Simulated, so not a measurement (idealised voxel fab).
Module name: voxel self aligned vias (process module)
Cross-sectional view cut (width: 255 nm; square cell size: 5 nm).
Cross-section layout: square cells on a grid; listed as bands, top to bottom; a band spans one or more cell rows. It is stipulated that each band's entry specify, in nanometres, the height of the top of the band and then that of its bottom, followed by the materials of the band in left-to-right sequence, each together with its width in nanometres. A single material marked by the word "all across" is understood to fill the band from edge to edge; the word "empty" is understood to denote empty space. Heights are reckoned from 0. Under this level, the received wafer is all of one material. The bottommost band is open-ended downward, for example "top 0, no bottom". Width "30..40": first value at the band's top row of cells, second value at its bottom row, equal change from row to row. "stayed the same" means the step left every cell of the cross-section as it was. Reported under the label "Voids, sealed" are the empty spaces having no open way to the top and comprising 8 cells or more; the notation for each is width x height at distance, in which the distance is measured from the left edge and all three values are in nm. Read whatever lies past the settings on a step's line as the simulator's own remark about the step. Among the settings permitted on a step's line is "overlay nm"; applied to a step with a mask, it specifies the extent to which the mask lay to the right of its planned position, whereas a negative figure signifies a position to the left.

**Here's what the planned process steps look like**
1: RECEIVE: material Si
2: CONFORMAL_DEP: material SiO2, thk nm 15
3: CONFORMAL_DEP: material SiCN, thk nm 5
4: DIRECTIONAL_DEP: material SiO2, thk nm 20
5: PATTERN: tone open, mask id LINES, material resist, width nm 30, pitch nm 80, thk nm 20, overlay nm 0
6: DIRECTIONAL_ETCH: etch materials SiO2, depth nm 20
7: STRIP: etch materials resist
8: CONFORMAL_DEP: material TiN, thk nm 5
9: FILL_DEP: material W, thk nm 10
10: CMP: height nm 40
11: SELECTIVE_ETCH: etch materials W Ru TiN, depth nm 5
12: FILL_DEP: material SiN, thk nm 10
13: CMP: height nm 40
14: DIRECTIONAL_DEP: material SiO2, thk nm 20
15: DIRECTIONAL_DEP: material aC, thk nm 15
16: PATTERN: tone open, mask id VIAS, material resist, width nm 50, thk nm 30, overlay nm 0
17: DIRECTIONAL_ETCH: etch materials aC, depth nm 15
18: STRIP: etch materials resist
19: DIRECTIONAL_ETCH: etch materials SiO2, depth nm 20
20: DIRECTIONAL_ETCH: etch materials SiN, depth nm 5
21: STRIP: etch materials aC
22: CONFORMAL_DEP: material TiN, thk nm 5
23: FILL_DEP: material Cu, thk nm 5
24: CMP: height nm 60
25: CONFORMAL_DEP: material SiN, thk nm 5

**Wafer as received: cross-section following step 1**
    top 0, no bottom | Si all across
    Voids, sealed: none

**Cross-section taken at module completion on the first of two wafers; processed per the plan**
    top 65, bottom 60 | SiN all across
    top 60, bottom 45 | SiO2=60, then TiN=5, then Cu=40, then TiN=5, then SiO2=145
    top 45, bottom 40 | SiO2=60, then TiN=15, then Cu=20, then TiN=15, then SiO2=145
    top 40, bottom 35 | SiO2=70, then TiN=30, then SiO2=50, then SiN=30, then SiO2=75
    top 35, bottom 25 | SiO2=70, then TiN=5, then W=20, then TiN=5, then SiO2=50, then TiN=5, then W=20, then TiN=5, then SiO2=75
    top 25, bottom 20 | SiO2=70, then TiN=30, then SiO2=50, then TiN=30, then SiO2=75
    top 20, bottom 15 | SiCN all across
    top 15, bottom 0 | SiO2 all across
    top 0, no bottom | Si all across
    Voids, sealed: none

**Cross-sectional image of the second wafer of the two following completion of the module. Starting state and process plan were the same as for the first wafer; one execution error occurred**
    top 65, bottom 60 | SiN all across
    top 60, bottom 40 | SiO2=60, then TiN=5, then Cu=40, then TiN=5, then SiO2=145
    top 40, bottom 35 | SiN=60, then TiN=50, then SiN=145
    top 35, bottom 20 | SiO2=70, then TiN=5, then W=20, then TiN=5, then SiO2=50, then TiN=5, then W=20, then TiN=5, then SiO2=75
    top 20, bottom 15 | SiO2=70, then TiN=30, then SiO2=50, then TiN=30, then SiO2=75
    top 15, bottom 0 | SiO2 all across
    top 0, no bottom | Si all across
    Voids, sealed: none
Finding, execution versus plan: step 3 was dropped from the plan's execution and never run
Counted in cells at the end, the second wafer holds more or fewer of these materials than the first: +4 Cu; -51 SiCN; +35 SiN; +4 TiN; +8 W
